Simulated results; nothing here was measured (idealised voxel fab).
Proc. module: voxel self aligned vias
We display cut, a cross-section 240 nm in width whose square cells are each 5 nm.
Cross-sections here: square-cell grids, written as top-down lists of bands, a band being one or more rows of cells.
Heights first: top, then bottom, in nm. Then materials, left to right, each with a width in nm. "all across" on a single material: fills the band edge to edge. "blank": empty space.
Convention: height 0 is the level below which the wafer, as received, is all one material. The lowest band does not terminate at the bottom but continues downward, represented as "0 -> down".
Width "30->40": first value at the band's top row of cells, second value at its bottom row, equal change from row to row.
"no alterations made" means the step left every cell of the cross-section as it was.
"Tabulated closed voids" contains a list of empty spaces, each no smaller than 8 cells and without an open way to the top, written in the form width x height at distance with the distance from the left edge and all three in nm.
The remark found on a step's line after its settings is issued by the simulator itself and pertains to that step.
"overlay nm", when on a step's line for a step with a mask, measures how far to the right of its planned place the mask lay; a negative measure means to the left.
So here's the lineup of process steps we planned
1 op RECEIVE | material Si
2 op CONFORMAL_DEP | material SiO2 | thk nm 15
3 op CONFORMAL_DEP | material SiCN | thk nm 5
4 op DIRECTIONAL_DEP | material lowk | thk nm 25
5 op MASKED_ETCH | tone open | mask id LINES | width nm 30 | pitch nm 65 | etch materials lowk | depth nm 25 | overlay nm 0
6 op CONFORMAL_DEP | material TiN | thk nm 5
7 op FILL_DEP | material W | thk nm 10
8 op CMP | height nm 45
9 op SELECTIVE_ETCH | etch materials W Ru TiN | depth nm 10
10 op FILL_DEP | material SiN | thk nm 5
11 op CMP | height nm 45
12 op DIRECTIONAL_DEP | material lowk | thk nm 20
13 op PATTERN | tone open | mask id VIAS | material resist | width nm 40 | pitch nm 65 | thk nm 15 | overlay nm 0
14 op DIRECTIONAL_ETCH | etch materials lowk | depth nm 20
15 op DIRECTIONAL_ETCH | etch materials SiN | depth nm 10
16 op STRIP | etch materials resist
17 op CONFORMAL_DEP | material TiN | thk nm 5
18 op FILL_DEP | material Cu | thk nm 5
19 op CMP | height nm 65
20 op CONFORMAL_DEP | material SiCN | thk nm 5
Cross-section of the incoming wafer, state after step 1
  0 -> down: Si all across
  Tabulated closed voids: none
The first of the two wafers as seen in cross-section once the module was finished; processing followed the plan
  70 -> 65: SiCN all across
  65 -> 50: 35 lowk / 5 TiN / 30 Cu / 5 TiN / 25 lowk / 5 TiN / 30 Cu / 5 TiN / 25 lowk / 5 TiN / 30 Cu / 5 TiN / 35 lowk
  50 -> 40: 35->40 lowk / 10->5 TiN / 20 Cu / 10->5 TiN / 25->35 lowk / 10->5 TiN / 20 Cu / 10->5 TiN / 25->35 lowk / 10->5 TiN / 20 Cu / 10->5 TiN / 35->40 lowk
  40 -> 35: 40 lowk / 30 TiN / 35 lowk / 30 TiN / 35 lowk / 30 TiN / 40 lowk
  35 -> 25: 40 lowk / 5 TiN / 20 W / 5 TiN / 35 lowk / 5 TiN / 20 W / 5 TiN / 35 lowk / 5 TiN / 20 W / 5 TiN / 40 lowk
  25 -> 20: 40 lowk / 30 TiN / 35 lowk / 30 TiN / 35 lowk / 30 TiN / 40 lowk
  20 -> 15: SiCN all across
  15 -> 0: SiO2 all across
  0 -> down: Si all across
  Tabulated closed voids: none
Wafer two (of two), end-of-module cross-section: start = wafer one, plan = wafer one, one run mistake
  70 -> 65: SiCN all across
  65 -> 40: 40 lowk / 5 TiN / 20 Cu / 5 TiN / 35 lowk / 5 TiN / 20 Cu / 5 TiN / 35 lowk / 5 TiN / 20 Cu / 5 TiN / 40 lowk
  40 -> 35: 40 lowk / 30 TiN / 35 lowk / 30 TiN / 35 lowk / 30 TiN / 40 lowk
  35 -> 25: 40 lowk / 5 TiN / 20 W / 5 TiN / 35 lowk / 5 TiN / 20 W / 5 TiN / 35 lowk / 5 TiN / 20 W / 5 TiN / 40 lowk
  25 -> 20: 40 lowk / 30 TiN / 35 lowk / 30 TiN / 35 lowk / 30 TiN / 40 lowk
  20 -> 15: SiCN all across
  15 -> 0: SiO2 all across
  0 -> down: Si all across
  Tabulated closed voids: none
Where did the run depart from the plan? in deviation from the planned setting, step 13 was conducted as op PATTERN | tone open | mask id VIAS | material resist | width nm 30 | pitch nm 65 | thk nm 15 | overlay nm 0
Final difference in cells, second wafer against first, listed per material as more or fewer: 18 fewer of Cu, 6 fewer of TiN, 24 more of lowk
